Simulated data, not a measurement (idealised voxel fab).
This is a process module. Its name is voxel local oxidation.
Square cell edge 5 nm, section width 175 nm, ID cut.
For the purposes of this document, a cross-section shall be understood as a grid of square cells, specified as bands listed in top-to-bottom order, each band consisting of one or more rows of cells.
A band entry consists of two parts. The first gives the height of the band's top and the height of its bottom, in nm. The rest lists the band's materials from left to right, each with its width in nm. A single material labelled with the word "everywhere" fills the band from edge to edge, and the word "air" marks empty space.
Height is counted from the level 0, under which the received wafer is composed throughout of one material. The lowest of the bands is not closed at the bottom but continues downward, in the notation "0 nm and below".
Read "30..40" as a graded width: first number on top, second number at the bottom, same change between each pair of neighbouring rows.
Given "no change" for a step, no cell of the cross-section differs between before and after that step.
"Unvented cavities" contains a list of empty spaces, each no smaller than 8 cells and without an open way to the top, written in the form width x height at distance with the distance from the left edge and all three in nm.
after a step's settings: what the simulator itself notes on the step
Regarding "overlay nm": on a step with a mask, it is the distance the mask lay to the right of its planned place; a negative value places it to the left.
Process steps (planned):
1 RECEIVE (material Si)
2 OXIDIZE (depth nm 5)
3 CONFORMAL_DEP (material SiN; thk nm 15)
4 PATTERN (tone cover; mask id ACTIVE; material resist; width nm 100; thk nm 15; overlay nm -15)
5 DIRECTIONAL_ETCH (etch materials SiN; depth nm 15)
6 STRIP (etch materials resist)
7 SELECTIVE_ETCH (etch materials SiO2; depth nm 5)
8 OXIDIZE (depth nm 10)
9 STRIP (etch materials SiN)
Across this set of wafers, the varied parameter is the overlay nm of step 4. Starting conditions are identical for every wafer, and the plan reports the value assigned to the first wafer.
Received wafers, first of several: cross-section after step 1:
    0 nm and below: Si everywhere
    Unvented cavities: none
Post step 9, the closing step of the module: first of several wafers, cross-sectioned:
    0 nm to -5 nm: air: 25; SiO2: 90; air: 60
    -5 nm to -15 nm: SiO2: 35; Si: 70; SiO2: 70
    -15 nm and below: Si everywhere
    Unvented cavities: none
Final wafer of several, shown in cross-section at the end of the module:
    0 nm to -5 nm: air: 55; SiO2: 90; air: 30
    -5 nm to -15 nm: SiO2: 65; Si: 70; SiO2: 40
    -15 nm and below: Si everywhere
    Unvented cavities: none
Per wafer, end of module: cells gained (+) or lost (-) per material since receipt, then closed voids:
overlay nm -15; -77 Si; +60 SiO2; Unvented cavities: none
overlay nm -10; -77 Si; +60 SiO2; Unvented cavities: none
overlay nm -5; -77 Si; +60 SiO2; Unvented cavities: none
overlay nm 0; -77 Si; +60 SiO2; Unvented cavities: none
overlay nm 5; -77 Si; +60 SiO2; Unvented cavities: none
overlay nm 10; -77 Si; +60 SiO2; Unvented cavities: none
overlay nm 15; -77 Si; +60 SiO2; Unvented cavities: none
